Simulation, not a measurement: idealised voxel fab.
This is a process module. Its name is voxel lift off.
cross-section cut | 255 nm wide | cells 5 nm
Square cells in a grid make up a cross-section in this document, and the grid is given as bands, listed from the top down, each one or more rows of cells.
The entry gives the band's vertical extent as a top height and a bottom height in nm, then its horizontal make-up as materials from left to right, each with a width in nm. "blank" stands for empty space; a single material marked "throughout" fills the band edge to edge.
For the purposes of this specification, 0 denotes the height below which the wafer in its as-received condition is composed wholly of one material, and the lowermost band, lacking a lower limit, extends downward without end, as expressed in "z 0 and below".
Think of "30 to 40" as a width that walks from the first number to the second as you go down the band, top row to bottom row, taking equal-sized steps from row to row.
"nothing different" after a step means that no cell of the cross-section changed.
What "Enclosed void listing" gives you is every empty space of 8 cells or more that is cut off from the top. Each appears as width x height at distance, with the distance taken from the left edge and width, height and distance all in nm.
Heads up: the bit after the settings on a step's line is the simulator's remark on that step.
overlay nm: on a step with a mask, how far right of its planned place the mask lay; negative means left.

Intended process steps
1 RECEIVE with material Si
2 CONFORMAL_DEP with material SiO2, thk nm 15
3 PATTERN with tone open, mask id LINES, material resist, width nm 20, pitch nm 50, thk nm 20, overlay nm 0
4 DIRECTIONAL_DEP with material Ru, thk nm 10
5 STRIP with etch materials resist
6 CONFORMAL_DEP with material SiO2, thk nm 5

Wafer as received: cross-section following step 1
  z 0 and below = Si throughout
  Enclosed void listing: none

Cross-section at module end, one run error; start and plan unchanged from above
  z 45 to 40 = blank 35, SiO2 30, blank 20, SiO2 30, blank 20, SiO2 30, blank 20, SiO2 30, blank 40
  z 40 to 35 = blank 35, SiO2 5, Ru 20, SiO2 5, blank 20, SiO2 5, Ru 20, SiO2 5, blank 20, SiO2 5, Ru 20, SiO2 5, blank 20, SiO2 5, Ru 20, SiO2 5, blank 40
  z 35 to 30 = SiO2 40, Ru 20, SiO2 30, Ru 20, SiO2 30, Ru 20, SiO2 30, Ru 20, SiO2 45
  z 30 to 0 = SiO2 throughout
  z 0 and below = Si throughout
  Enclosed void listing: none
Short version of what went wrong: step 2 of the plan was carried out twice
